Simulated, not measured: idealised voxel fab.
Process module, titled voxel capacitor over wiring
The cross-section on display is named cut; it measures 290 nm wide, and its cells are 5 nm squares.
Just so we're on the same page, the cross-sections are grids of square cells, and they're listed out in bands top to bottom, each band one or more rows deep. A band entry consists of two parts. The first gives the height of the band's top and the height of its bottom, in nm. The rest lists the band's materials from left to right, each with its width in nm. A single material labelled with the word "full width" fills the band from edge to edge, and the word "air" marks empty space. All heights in this document are referenced to 0, defined as the level beneath which the wafer, as received, consists entirely of one material. The lowest band is not bounded below; it extends indefinitely downward and is written in the form "0 nm and below". The two numbers in a width such as "30 to 40" mark its ends across the band: the first belongs to the top row of cells, the second to the bottom row, and from each row to the next the width moves by the same amount. When a step is marked "stayed the same", none of the cells in the cross-section changed during that step. "Sealed cavities" - sealed voids, min. 8 cells, no opening to top; format: width x height at distance (distance from left edge; nm throughout). Anything after a step's settings on that line? It's the simulator's own note about the step. The line of a step may include "overlay nm". On a step with a mask, this value is how far to the right of its planned place the mask lay. A negative value means the mask lay to the left.
Listed below are the process steps as planned:
1: RECEIVE [material Si]
2: CONFORMAL_DEP [material SiO2] [thk nm 15]
3: CONFORMAL_DEP [material SiN] [thk nm 5]
4: DIRECTIONAL_DEP [material SiO2] [thk nm 25]
5: PATTERN [tone open] [mask id METAL_1] [material resist] [width nm 30] [pitch nm 100] [thk nm 20] [overlay nm 0]
6: DIRECTIONAL_ETCH [etch materials SiO2] [depth nm 25]
7: DIRECTIONAL_ETCH [etch materials SiN] [depth nm 5]
8: STRIP [etch materials resist]
9: CONFORMAL_DEP [material TiN] [thk nm 5]
10: FILL_DEP [material Cu] [thk nm 10]
11: CMP [height nm 45]
12: CONFORMAL_DEP [material SiCN] [thk nm 5]
13: DIRECTIONAL_DEP [material SiO2] [thk nm 15]
14: MASKED_ETCH [tone open] [mask id PLUG_1] [width nm 15] [etch materials SiO2] [depth nm 15] [overlay nm 0]
15: MASKED_ETCH [tone open] [mask id PLUG_1] [width nm 15] [etch materials SiCN] [depth nm 5] [overlay nm 0]
16: CONFORMAL_DEP [material TiN] [thk nm 5]
17: FILL_DEP [material Cu] [thk nm 10]
18: CMP [height nm 65]
19: DIRECTIONAL_DEP [material TiN] [thk nm 10]
20: DIRECTIONAL_DEP [material Al2O3] [thk nm 5]
21: DIRECTIONAL_DEP [material TiN] [thk nm 10]
22: MASKED_ETCH [tone cover] [mask id UPPER_PLATE] [width nm 75] [etch materials TiN] [depth nm 10] [overlay nm 0]
23: MASKED_ETCH [tone cover] [mask id UPPER_PLATE] [width nm 75] [etch materials Al2O3] [depth nm 5] [overlay nm 0]
24: MASKED_ETCH [tone cover] [mask id LOWER_PLATE] [width nm 85] [etch materials TiN] [depth nm 10] [overlay nm 0]
25: FILL_DEP [material SiO2] [thk nm 20]
26: CMP [height nm 105]
27: PATTERN [tone open] [mask id PLUG_2] [material resist] [width nm 15] [thk nm 20] [overlay nm 0]
28: DIRECTIONAL_ETCH [etch materials SiO2] [depth nm 15]
29: STRIP [etch materials resist]
30: CONFORMAL_DEP [material TiN] [thk nm 5]
31: FILL_DEP [material W] [thk nm 5]
32: CMP [height nm 105]
33: CONFORMAL_DEP [material SiCN] [thk nm 5]
First of two wafers, with the run carried out as planned:
Cross-section of the wafer upon arrival, representing the state reached after step 1:
  0 nm and below | Si full width
  Sealed cavities: none
Cross-sectional representation of the wafer at the conclusion of step 2:
  15 nm to 0 nm | SiO2 full width
  Heights below 0 show no change.
Cross-sectional representation of the wafer at the conclusion of step 3:
  20 nm to 15 nm | SiN full width
  Heights below 15 show no change.
Cross-sectional representation of the wafer at the conclusion of step 4:
  45 nm to 20 nm | SiO2 full width
  Heights below 20 show no change.
Cross-sectional representation of the wafer at the conclusion of step 5:
  65 nm to 45 nm | 80 of resist | 30 of air | 70 of resist | 30 of air | 80 of resist
  Heights below 45 show no change.
Cross-sectional representation of the wafer at the conclusion of step 6:
  65 nm to 45 nm | 80 of resist | 30 of air | 70 of resist | 30 of air | 80 of resist
  45 nm to 20 nm | 80 of SiO2 | 30 of air | 70 of SiO2 | 30 of air | 80 of SiO2
  Heights below 20 show no change.
Cross-sectional representation of the wafer at the conclusion of step 7:
  65 nm to 45 nm | 80 of resist | 30 of air | 70 of resist | 30 of air | 80 of resist
  45 nm to 20 nm | 80 of SiO2 | 30 of air | 70 of SiO2 | 30 of air | 80 of SiO2
  20 nm to 15 nm | 80 of SiN | 30 of air | 70 of SiN | 30 of air | 80 of SiN
  Heights below 15 show no change.
Cross-sectional representation of the wafer at the conclusion of step 8:
  45 nm to 20 nm | 80 of SiO2 | 30 of air | 70 of SiO2 | 30 of air | 80 of SiO2
  Heights below 20 show no change.
Cross-sectional representation of the wafer at the conclusion of step 9:
  50 nm to 45 nm | 85 of TiN | 20 of air | 80 of TiN | 20 of air | 85 of TiN
  45 nm to 20 nm | 80 of SiO2 | 5 of TiN | 20 of air | 5 of TiN | 70 of SiO2 | 5 of TiN | 20 of air | 5 of TiN | 80 of SiO2
  20 nm to 15 nm | 80 of SiN | 30 of TiN | 70 of SiN | 30 of TiN | 80 of SiN
  Heights below 15 show no change.
Cross-sectional representation of the wafer at the conclusion of step 10:
  60 nm to 50 nm | Cu full width
  50 nm to 45 nm | 85 of TiN | 20 of Cu | 80 of TiN | 20 of Cu | 85 of TiN
  45 nm to 20 nm | 80 of SiO2 | 5 of TiN | 20 of Cu | 5 of TiN | 70 of SiO2 | 5 of TiN | 20 of Cu | 5 of TiN | 80 of SiO2
  Heights below 20 show no change.
Cross-sectional representation of the wafer at the conclusion of step 11:
  45 nm to 20 nm | 80 of SiO2 | 5 of TiN | 20 of Cu | 5 of TiN | 70 of SiO2 | 5 of TiN | 20 of Cu | 5 of TiN | 80 of SiO2
  Heights below 20 show no change.
Cross-sectional representation of the wafer at the conclusion of step 12:
  50 nm to 45 nm | SiCN full width
  Heights below 45 show no change.
Cross-sectional representation of the wafer at the conclusion of step 13:
  65 nm to 50 nm | SiO2 full width
  Heights below 50 show no change.
Cross-sectional representation of the wafer at the conclusion of step 14:
  65 nm to 50 nm | 95 of SiO2 | 15 of air | 180 of SiO2
  Heights below 50 show no change.
Cross-sectional representation of the wafer at the conclusion of step 15:
  65 nm to 50 nm | 95 of SiO2 | 15 of air | 180 of SiO2
  50 nm to 45 nm | 95 of SiCN | 15 of air | 180 of SiCN
  Heights below 45 show no change.
Cross-sectional representation of the wafer at the conclusion of step 16:
  70 nm to 65 nm | 100 of TiN | 5 of air | 185 of TiN
  65 nm to 50 nm | 95 of SiO2 | 5 of TiN | 5 of air | 5 of TiN | 180 of SiO2
  50 nm to 45 nm | 95 of SiCN | 15 of TiN | 180 of SiCN
  Heights below 45 show no change.
Cross-sectional representation of the wafer at the conclusion of step 17:
  80 nm to 70 nm | Cu full width
  70 nm to 65 nm | 100 of TiN | 5 of Cu | 185 of TiN
  65 nm to 50 nm | 95 of SiO2 | 5 of TiN | 5 of Cu | 5 of TiN | 180 of SiO2
  Heights below 50 show no change.
Cross-sectional representation of the wafer at the conclusion of step 18:
  65 nm to 50 nm | 95 of SiO2 | 5 of TiN | 5 of Cu | 5 of TiN | 180 of SiO2
  Heights below 50 show no change.
Cross-sectional representation of the wafer at the conclusion of step 19:
  75 nm to 65 nm | TiN full width
  Heights below 65 show no change.
Cross-sectional representation of the wafer at the conclusion of step 20:
  80 nm to 75 nm | Al2O3 full width
  Heights below 75 show no change.
Cross-sectional representation of the wafer at the conclusion of step 21:
  90 nm to 80 nm | TiN full width
  Heights below 80 show no change.
Cross-sectional representation of the wafer at the conclusion of step 22:
  90 nm to 80 nm | 95 of air | 75 of TiN | 120 of air
  Heights below 80 show no change.
Cross-sectional representation of the wafer at the conclusion of step 23:
  90 nm to 80 nm | 95 of air | 75 of TiN | 120 of air
  80 nm to 75 nm | 95 of air | 75 of Al2O3 | 120 of air
  Heights below 75 show no change.
Cross-sectional representation of the wafer at the conclusion of step 24:
  90 nm to 80 nm | 95 of air | 75 of TiN | 120 of air
  80 nm to 75 nm | 95 of air | 75 of Al2O3 | 120 of air
  75 nm to 65 nm | 90 of air | 85 of TiN | 115 of air
  Heights below 65 show no change.
Cross-sectional representation of the wafer at the conclusion of step 25:
  110 nm to 90 nm | SiO2 full width
  90 nm to 80 nm | 95 of SiO2 | 75 of TiN | 120 of SiO2
  80 nm to 75 nm | 95 of SiO2 | 75 of Al2O3 | 120 of SiO2
  75 nm to 65 nm | 90 of SiO2 | 85 of TiN | 115 of SiO2
  Heights below 65 show no change.
Cross-sectional representation of the wafer at the conclusion of step 26:
  105 nm to 90 nm | SiO2 full width
  Heights below 90 show no change.
Cross-sectional representation of the wafer at the conclusion of step 27:
  125 nm to 105 nm | 105 of resist | 15 of air | 170 of resist
  Heights below 105 show no change.
Cross-sectional representation of the wafer at the conclusion of step 28:
  125 nm to 105 nm | 105 of resist | 15 of air | 170 of resist
  105 nm to 90 nm | 105 of SiO2 | 15 of air | 170 of SiO2
  Heights below 90 show no change.
Cross-sectional representation of the wafer at the conclusion of step 29:
  105 nm to 90 nm | 105 of SiO2 | 15 of air | 170 of SiO2
  Heights below 90 show no change.
Cross-sectional representation of the wafer at the conclusion of step 30:
  110 nm to 105 nm | 110 of TiN | 5 of air | 175 of TiN
  105 nm to 95 nm | 105 of SiO2 | 5 of TiN | 5 of air | 5 of TiN | 170 of SiO2
  95 nm to 90 nm | 105 of SiO2 | 15 of TiN | 170 of SiO2
  Heights below 90 show no change.
Cross-sectional representation of the wafer at the conclusion of step 31:
  115 nm to 110 nm | W full width
  110 nm to 105 nm | 110 of TiN | 5 of W | 175 of TiN
  105 nm to 95 nm | 105 of SiO2 | 5 of TiN | 5 of W | 5 of TiN | 170 of SiO2
  Heights below 95 show no change.
Cross-sectional representation of the wafer at the conclusion of step 32:
  105 nm to 95 nm | 105 of SiO2 | 5 of TiN | 5 of W | 5 of TiN | 170 of SiO2
  Heights below 95 show no change.
Cross-sectional representation of the wafer at the conclusion of step 33:
  110 nm to 105 nm | SiCN full width
  Heights below 105 show no change.
The remaining wafer, second of the two, started like the first and was run to the same plan, except that one mistake was made along the way; the two coincide through step 1, inclusive:
Second wafer at the planned finish of step 2, seen in cross-section:
  30 nm to 0 nm | SiO2 full width
  Heights below 0 show no change.
Second wafer at the planned finish of step 3, seen in cross-section:
  35 nm to 30 nm | SiN full width
  Heights below 30 show no change.
Second wafer at the planned finish of step 4, seen in cross-section:
  60 nm to 35 nm | SiO2 full width
  Heights below 35 show no change.
Second wafer at the planned finish of step 5, seen in cross-section:
  80 nm to 60 nm | 80 of resist | 30 of air | 70 of resist | 30 of air | 80 of resist
  Heights below 60 show no change.
Second wafer at the planned finish of step 6, seen in cross-section:
  80 nm to 60 nm | 80 of resist | 30 of air | 70 of resist | 30 of air | 80 of resist
  60 nm to 35 nm | 80 of SiO2 | 30 of air | 70 of SiO2 | 30 of air | 80 of SiO2
  Heights below 35 show no change.
Second wafer at the planned finish of step 7, seen in cross-section:
  80 nm to 60 nm | 80 of resist | 30 of air | 70 of resist | 30 of air | 80 of resist
  60 nm to 35 nm | 80 of SiO2 | 30 of air | 70 of SiO2 | 30 of air | 80 of SiO2
  35 nm to 30 nm | 80 of SiN | 30 of air | 70 of SiN | 30 of air | 80 of SiN
  Heights below 30 show no change.
Second wafer at the planned finish of step 8, seen in cross-section:
  60 nm to 35 nm | 80 of SiO2 | 30 of air | 70 of SiO2 | 30 of air | 80 of SiO2
  Heights below 35 show no change.
Second wafer at the planned finish of step 9, seen in cross-section:
  65 nm to 60 nm | 85 of TiN | 20 of air | 80 of TiN | 20 of air | 85 of TiN
  60 nm to 35 nm | 80 of SiO2 | 5 of TiN | 20 of air | 5 of TiN | 70 of SiO2 | 5 of TiN | 20 of air | 5 of TiN | 80 of SiO2
  35 nm to 30 nm | 80 of SiN | 30 of TiN | 70 of SiN | 30 of TiN | 80 of SiN
  Heights below 30 show no change.
Second wafer at the planned finish of step 10, seen in cross-section:
  75 nm to 65 nm | Cu full width
  65 nm to 60 nm | 85 of TiN | 20 of Cu | 80 of TiN | 20 of Cu | 85 of TiN
  60 nm to 35 nm | 80 of SiO2 | 5 of TiN | 20 of Cu | 5 of TiN | 70 of SiO2 | 5 of TiN | 20 of Cu | 5 of TiN | 80 of SiO2
  Heights below 35 show no change.
Second wafer at the planned finish of step 11, seen in cross-section:
  45 nm to 35 nm | 80 of SiO2 | 5 of TiN | 20 of Cu | 5 of TiN | 70 of SiO2 | 5 of TiN | 20 of Cu | 5 of TiN | 80 of SiO2
  Heights below 35 show no change.
Second wafer at the planned finish of step 12, seen in cross-section:
  50 nm to 45 nm | SiCN full width
  Heights below 45 show no change.
Second wafer at the planned finish of step 13, seen in cross-section:
  65 nm to 50 nm | SiO2 full width
  Heights below 50 show no change.
Second wafer at the planned finish of step 14, seen in cross-section:
  65 nm to 50 nm | 95 of SiO2 | 15 of air | 180 of SiO2
  Heights below 50 show no change.
Second wafer at the planned finish of step 15, seen in cross-section:
  65 nm to 50 nm | 95 of SiO2 | 15 of air | 180 of SiO2
  50 nm to 45 nm | 95 of SiCN | 15 of air | 180 of SiCN
  Heights below 45 show no change.
Second wafer at the planned finish of step 16, seen in cross-section:
  70 nm to 65 nm | 100 of TiN | 5 of air | 185 of TiN
  65 nm to 50 nm | 95 of SiO2 | 5 of TiN | 5 of air | 5 of TiN | 180 of SiO2
  50 nm to 45 nm | 95 of SiCN | 15 of TiN | 180 of SiCN
  Heights below 45 show no change.
Second wafer at the planned finish of step 17, seen in cross-section:
  80 nm to 70 nm | Cu full width
  70 nm to 65 nm | 100 of TiN | 5 of Cu | 185 of TiN
  65 nm to 50 nm | 95 of SiO2 | 5 of TiN | 5 of Cu | 5 of TiN | 180 of SiO2
  Heights below 50 show no change.
Second wafer at the planned finish of step 18, seen in cross-section:
  65 nm to 50 nm | 95 of SiO2 | 5 of TiN | 5 of Cu | 5 of TiN | 180 of SiO2
  Heights below 50 show no change.
Second wafer at the planned finish of step 19, seen in cross-section:
  75 nm to 65 nm | TiN full width
  Heights below 65 show no change.
Second wafer at the planned finish of step 20, seen in cross-section:
  80 nm to 75 nm | Al2O3 full width
  Heights below 75 show no change.
Second wafer at the planned finish of step 21, seen in cross-section:
  90 nm to 80 nm | TiN full width
  Heights below 80 show no change.
Second wafer at the planned finish of step 22, seen in cross-section:
  90 nm to 80 nm | 95 of air | 75 of TiN | 120 of air
  Heights below 80 show no change.
Second wafer at the planned finish of step 23, seen in cross-section:
  90 nm to 80 nm | 95 of air | 75 of TiN | 120 of air
  80 nm to 75 nm | 95 of air | 75 of Al2O3 | 120 of air
  Heights below 75 show no change.
Second wafer at the planned finish of step 24, seen in cross-section:
  90 nm to 80 nm | 95 of air | 75 of TiN | 120 of air
  80 nm to 75 nm | 95 of air | 75 of Al2O3 | 120 of air
  75 nm to 65 nm | 90 of air | 85 of TiN | 115 of air
  Heights below 65 show no change.
Second wafer at the planned finish of step 25, seen in cross-section:
  110 nm to 90 nm | SiO2 full width
  90 nm to 80 nm | 95 of SiO2 | 75 of TiN | 120 of SiO2
  80 nm to 75 nm | 95 of SiO2 | 75 of Al2O3 | 120 of SiO2
  75 nm to 65 nm | 90 of SiO2 | 85 of TiN | 115 of SiO2
  Heights below 65 show no change.
Second wafer at the planned finish of step 26, seen in cross-section:
  105 nm to 90 nm | SiO2 full width
  Heights below 90 show no change.
Second wafer at the planned finish of step 27, seen in cross-section:
  125 nm to 105 nm | 105 of resist | 15 of air | 170 of resist
  Heights below 105 show no change.
Second wafer at the planned finish of step 28, seen in cross-section:
  125 nm to 105 nm | 105 of resist | 15 of air | 170 of resist
  105 nm to 90 nm | 105 of SiO2 | 15 of air | 170 of SiO2
  Heights below 90 show no change.
Second wafer at the planned finish of step 29, seen in cross-section:
  105 nm to 90 nm | 105 of SiO2 | 15 of air | 170 of SiO2
  Heights below 90 show no change.
Second wafer at the planned finish of step 30, seen in cross-section:
  110 nm to 105 nm | 110 of TiN | 5 of air | 175 of TiN
  105 nm to 95 nm | 105 of SiO2 | 5 of TiN | 5 of air | 5 of TiN | 170 of SiO2
  95 nm to 90 nm | 105 of SiO2 | 15 of TiN | 170 of SiO2
  Heights below 90 show no change.
Second wafer at the planned finish of step 31, seen in cross-section:
  115 nm to 110 nm | W full width
  110 nm to 105 nm | 110 of TiN | 5 of W | 175 of TiN
  105 nm to 95 nm | 105 of SiO2 | 5 of TiN | 5 of W | 5 of TiN | 170 of SiO2
  Heights below 95 show no change.
Second wafer at the planned finish of step 32, seen in cross-section:
  105 nm to 95 nm | 105 of SiO2 | 5 of TiN | 5 of W | 5 of TiN | 170 of SiO2
  Heights below 95 show no change.
Second wafer at the planned finish of step 33, seen in cross-section:
  110 nm to 105 nm | SiCN full width
  Heights below 105 show no change.
It is concluded that the wafer was processed incorrectly with respect to the plan, in that it should be noted that step 2 of the plan was executed twice
The final cell counts differ between the wafers, with the second having more or fewer of some materials than the first: Cu -24 | SiO2 +36 | TiN -12
